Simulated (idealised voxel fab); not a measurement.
Herein follows the process module entitled voxel spacer lines.
In the cross-section labelled cut, the width is 250 nm and each square cell is 5 nm.
If you're reading a cross-section in this doc, picture square cells in a grid; it comes to you as bands, top ones listed first down to the bottom, and a band can be one or more rows of cells.
This entry defines a band. It first specifies the height of the band's top and the height of its bottom in nm, and then specifies the band's materials from left to right, stating each material with its width in nm. The word "everywhere" identifies a single material that fills the band from edge to edge, while the word "blank" identifies empty space.
Heights are expressed relative to 0, this being the level below which the as-received wafer comprises one material exclusively. The lowest band is unbounded in the downward direction and is denoted as in "0 nm and below".
The two numbers in a width such as "30..40" mark its ends across the band: the first belongs to the top row of cells, the second to the bottom row, and from each row to the next the width moves by the same amount.
Where a step carries "nothing changed", the cross-section came out of it unchanged, cell for cell.
"Encapsulated voids": empty spaces of 8 cells or more with no open way to the top, each given as width x height at distance, distance from the left edge, all in nm.
Whatever follows a step's settings on its line is a remark the simulator itself makes about that step.
overlay nm, on a step with a mask: how far to the right of its planned place the mask lay; to the left if negative
Planned step list for the process
step 1: RECEIVE: material Si
step 2: CONFORMAL_DEP: material Al2O3, thk nm 10
step 3: DIRECTIONAL_DEP: material TiN, thk nm 10
step 4: DIRECTIONAL_DEP: material aC, thk nm 20
step 5: PATTERN: tone cover, mask id MANDREL, material resist, width nm 20, pitch nm 60, thk nm 30, overlay nm 0
step 6: DIRECTIONAL_ETCH: etch materials aC, depth nm 20
step 7: STRIP: etch materials resist
step 8: CONFORMAL_DEP: material SiO2, thk nm 10
step 9: DIRECTIONAL_ETCH: etch materials SiO2, depth nm 10
step 10: STRIP: etch materials aC
step 11: DIRECTIONAL_ETCH: etch materials TiN, depth nm 10
step 12: STRIP: etch materials SiO2
step 13: FILL_DEP: material SiO2, thk nm 5
step 14: CMP: height nm 20
First of two wafers: run as planned
Wafer at receipt (post step 1), cross-section
    0 nm and below: Si everywhere
    Encapsulated voids: none
Step 2 done - wafer cross-section
    10 nm to 0 nm: Al2O3 everywhere
    All layers under 0 are left as they were.
Step 3 done - wafer cross-section
    20 nm to 10 nm: TiN everywhere
    All layers under 10 are left as they were.
Step 4 done - wafer cross-section
    40 nm to 20 nm: aC everywhere
    All layers under 20 are left as they were.
Step 5 done - wafer cross-section
    70 nm to 40 nm: blank 55 nm  resist 20 nm  blank 40 nm  resist 20 nm  blank 40 nm  resist 20 nm  blank 55 nm
    All layers under 40 are left as they were.
Step 6 done - wafer cross-section
    50 nm to 40 nm: blank 55 nm  resist 20 nm  blank 40 nm  resist 20 nm  blank 40 nm  resist 20 nm  blank 55 nm
    40 nm to 20 nm: blank 55 nm  aC 20 nm  blank 40 nm  aC 20 nm  blank 40 nm  aC 20 nm  blank 55 nm
    All layers under 20 are left as they were.
Step 7 done - wafer cross-section
    40 nm to 20 nm: blank 55 nm  aC 20 nm  blank 40 nm  aC 20 nm  blank 40 nm  aC 20 nm  blank 55 nm
    All layers under 20 are left as they were.
Step 8 done - wafer cross-section
    50 nm to 40 nm: blank 45 nm  SiO2 40 nm  blank 20 nm  SiO2 40 nm  blank 20 nm  SiO2 40 nm  blank 45 nm
    40 nm to 30 nm: blank 45 nm  SiO2 10 nm  aC 20 nm  SiO2 10 nm  blank 20 nm  SiO2 10 nm  aC 20 nm  SiO2 10 nm  blank 20 nm  SiO2 10 nm  aC 20 nm  SiO2 10 nm  blank 45 nm
    30 nm to 20 nm: SiO2 55 nm  aC 20 nm  SiO2 40 nm  aC 20 nm  SiO2 40 nm  aC 20 nm  SiO2 55 nm
    All layers under 20 are left as they were.
Step 9 done - wafer cross-section
    40 nm to 20 nm: blank 45 nm  SiO2 10 nm  aC 20 nm  SiO2 10 nm  blank 20 nm  SiO2 10 nm  aC 20 nm  SiO2 10 nm  blank 20 nm  SiO2 10 nm  aC 20 nm  SiO2 10 nm  blank 45 nm
    All layers under 20 are left as they were.
Step 10 done - wafer cross-section
    40 nm to 20 nm: blank 45 nm  SiO2 10 nm  blank 20 nm  SiO2 10 nm  blank 20 nm  SiO2 10 nm  blank 20 nm  SiO2 10 nm  blank 20 nm  SiO2 10 nm  blank 20 nm  SiO2 10 nm  blank 45 nm
    All layers under 20 are left as they were.
Step 11 done - wafer cross-section
    40 nm to 20 nm: blank 45 nm  SiO2 10 nm  blank 20 nm  SiO2 10 nm  blank 20 nm  SiO2 10 nm  blank 20 nm  SiO2 10 nm  blank 20 nm  SiO2 10 nm  blank 20 nm  SiO2 10 nm  blank 45 nm
    20 nm to 10 nm: blank 45 nm  TiN 10 nm  blank 20 nm  TiN 10 nm  blank 20 nm  TiN 10 nm  blank 20 nm  TiN 10 nm  blank 20 nm  TiN 10 nm  blank 20 nm  TiN 10 nm  blank 45 nm
    All layers under 10 are left as they were.
Step 12 done - wafer cross-section
    20 nm to 10 nm: blank 45 nm  TiN 10 nm  blank 20 nm  TiN 10 nm  blank 20 nm  TiN 10 nm  blank 20 nm  TiN 10 nm  blank 20 nm  TiN 10 nm  blank 20 nm  TiN 10 nm  blank 45 nm
    All layers under 10 are left as they were.
Step 13 done - wafer cross-section
    25 nm to 20 nm: SiO2 everywhere
    20 nm to 10 nm: SiO2 45 nm  TiN 10 nm  SiO2 20 nm  TiN 10 nm  SiO2 20 nm  TiN 10 nm  SiO2 20 nm  TiN 10 nm  SiO2 20 nm  TiN 10 nm  SiO2 20 nm  TiN 10 nm  SiO2 45 nm
    All layers under 10 are left as they were.
Step 14 done - wafer cross-section
    20 nm to 10 nm: SiO2 45 nm  TiN 10 nm  SiO2 20 nm  TiN 10 nm  SiO2 20 nm  TiN 10 nm  SiO2 20 nm  TiN 10 nm  SiO2 20 nm  TiN 10 nm  SiO2 20 nm  TiN 10 nm  SiO2 45 nm
    All layers under 10 are left as they were.
Second wafer, same starting conditions and recipe as the first, one mistake in executing it, nothing differs from the first up to and including step 1
Cross-section of the second wafer at the time step 2 of the plan should have ended
    10 nm to 0 nm: TiN everywhere
    All layers under 0 are left as they were.
Cross-section of the second wafer at the time step 3 of the plan should have ended
    20 nm to 10 nm: Al2O3 everywhere
    All layers under 10 are left as they were.
Cross-section of the second wafer at the time step 4 of the plan should have ended
    40 nm to 20 nm: aC everywhere
    All layers under 20 are left as they were.
Cross-section of the second wafer at the time step 5 of the plan should have ended
    70 nm to 40 nm: blank 55 nm  resist 20 nm  blank 40 nm  resist 20 nm  blank 40 nm  resist 20 nm  blank 55 nm
    All layers under 40 are left as they were.
Cross-section of the second wafer at the time step 6 of the plan should have ended
    50 nm to 40 nm: blank 55 nm  resist 20 nm  blank 40 nm  resist 20 nm  blank 40 nm  resist 20 nm  blank 55 nm
    40 nm to 20 nm: blank 55 nm  aC 20 nm  blank 40 nm  aC 20 nm  blank 40 nm  aC 20 nm  blank 55 nm
    All layers under 20 are left as they were.
Cross-section of the second wafer at the time step 7 of the plan should have ended
    40 nm to 20 nm: blank 55 nm  aC 20 nm  blank 40 nm  aC 20 nm  blank 40 nm  aC 20 nm  blank 55 nm
    All layers under 20 are left as they were.
Cross-section of the second wafer at the time step 8 of the plan should have ended
    50 nm to 40 nm: blank 45 nm  SiO2 40 nm  blank 20 nm  SiO2 40 nm  blank 20 nm  SiO2 40 nm  blank 45 nm
    40 nm to 30 nm: blank 45 nm  SiO2 10 nm  aC 20 nm  SiO2 10 nm  blank 20 nm  SiO2 10 nm  aC 20 nm  SiO2 10 nm  blank 20 nm  SiO2 10 nm  aC 20 nm  SiO2 10 nm  blank 45 nm
    30 nm to 20 nm: SiO2 55 nm  aC 20 nm  SiO2 40 nm  aC 20 nm  SiO2 40 nm  aC 20 nm  SiO2 55 nm
    All layers under 20 are left as they were.
Cross-section of the second wafer at the time step 9 of the plan should have ended
    40 nm to 20 nm: blank 45 nm  SiO2 10 nm  aC 20 nm  SiO2 10 nm  blank 20 nm  SiO2 10 nm  aC 20 nm  SiO2 10 nm  blank 20 nm  SiO2 10 nm  aC 20 nm  SiO2 10 nm  blank 45 nm
    All layers under 20 are left as they were.
Cross-section of the second wafer at the time step 10 of the plan should have ended
    40 nm to 20 nm: blank 45 nm  SiO2 10 nm  blank 20 nm  SiO2 10 nm  blank 20 nm  SiO2 10 nm  blank 20 nm  SiO2 10 nm  blank 20 nm  SiO2 10 nm  blank 20 nm  SiO2 10 nm  blank 45 nm
    All layers under 20 are left as they were.
Cross-section of the second wafer at the time step 11 of the plan should have ended: nothing changed
Cross-section of the second wafer at the time step 12 of the plan should have ended
    20 nm to 10 nm: Al2O3 everywhere
    All layers under 10 are left as they were.
Cross-section of the second wafer at the time step 13 of the plan should have ended
    25 nm to 20 nm: SiO2 everywhere
    All layers under 20 are left as they were.
Cross-section of the second wafer at the time step 14 of the plan should have ended
    20 nm to 10 nm: Al2O3 everywhere
    All layers under 10 are left as they were.
Finding, execution versus plan: order of steps 2 and 3 inverted relative to the plan
Once processing is complete, comparing cell counts shows that the second wafer has more or fewer of certain materials than the first: SiO2: 76 fewer; TiN: 76 more
